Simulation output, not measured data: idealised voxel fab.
The name of this process module is voxel released beams.
Section cut is 230 nm wide and gridded with 5 nm square cells.
Throughout this document, each cross-section is represented as a grid of square cells and is presented as a sequence of bands enumerated from the top downward, where a band comprises one or more rows of cells.
Band: top height; bottom height; in nm. Then, left to right: material with width in nm, for each material. "all across": a single material spanning edge to edge. "air": empty space.
Below 0: as-received wafer, all one material; heights counted from there. Lowest band: no bottom, goes on down, written "0 nm and below".
It should be noted that a width expressed as "30 to 40" varies in equal increments from row to row of cells within the band, taking the value of the first number at the top row and that of the second number at the bottom row.
Step note "identical to before" = no cross-section cell changed.
Reported under the label "Unvented voids" are the empty spaces having no open way to the top and comprising 8 cells or more; the notation for each is width x height at distance, in which the distance is measured from the left edge and all three values are in nm.
Note: text after step settings on the step line = simulator remark on that step.
Among the settings permitted on a step's line is "overlay nm"; applied to a step with a mask, it specifies the extent to which the mask lay to the right of its planned position, whereas a negative figure signifies a position to the left.

Steps in the process plan
- 1: op RECEIVE | material Si
- 2: op CONFORMAL_DEP | material Al2O3 | thk nm 10
- 3: op DIRECTIONAL_DEP | material SiO2 | thk nm 15
- 4: op PATTERN | tone open | mask id ANCHOR | material resist | width nm 35 | thk nm 15 | overlay nm 0
- 5: op DIRECTIONAL_ETCH | etch materials SiO2 | depth nm 15
- 6: op STRIP | etch materials resist
- 7: op CONFORMAL_DEP | material polySi | thk nm 10
- 8: op DIRECTIONAL_DEP | material aC | thk nm 10
- 9: op PATTERN | tone cover | mask id BEAM | material resist | width nm 95 | thk nm 25 | overlay nm 0
- 10: op DIRECTIONAL_ETCH | etch materials aC | depth nm 10
- 11: op STRIP | etch materials resist
- 12: op DIRECTIONAL_ETCH | etch materials polySi | depth nm 10
- 13: op STRIP | etch materials aC
- 14: op STRIP | etch materials SiO2

The cross-section here shows the wafer as received, i.e. in its state after step 1
    0 nm and below = Si all across
    Unvented voids: none

Final wafer profile in cross-section after the module, from the same start and plan as above, with one mistake made during processing
    30 nm to 25 nm = 65 of air | 10 of polySi | 25 of air | 60 of polySi | 70 of air
    25 nm to 15 nm = 70 of air | 5 of polySi | 25 of air | 5 of polySi | 125 of air
    15 nm to 10 nm = 70 of air | 35 of polySi | 125 of air
    10 nm to 0 nm = Al2O3 all across
    0 nm and below = Si all across
    Unvented voids: none
Processing error: so step 7 ended up running with a different setting than we planned, it ran as op CONFORMAL_DEP | material polySi | thk nm 5
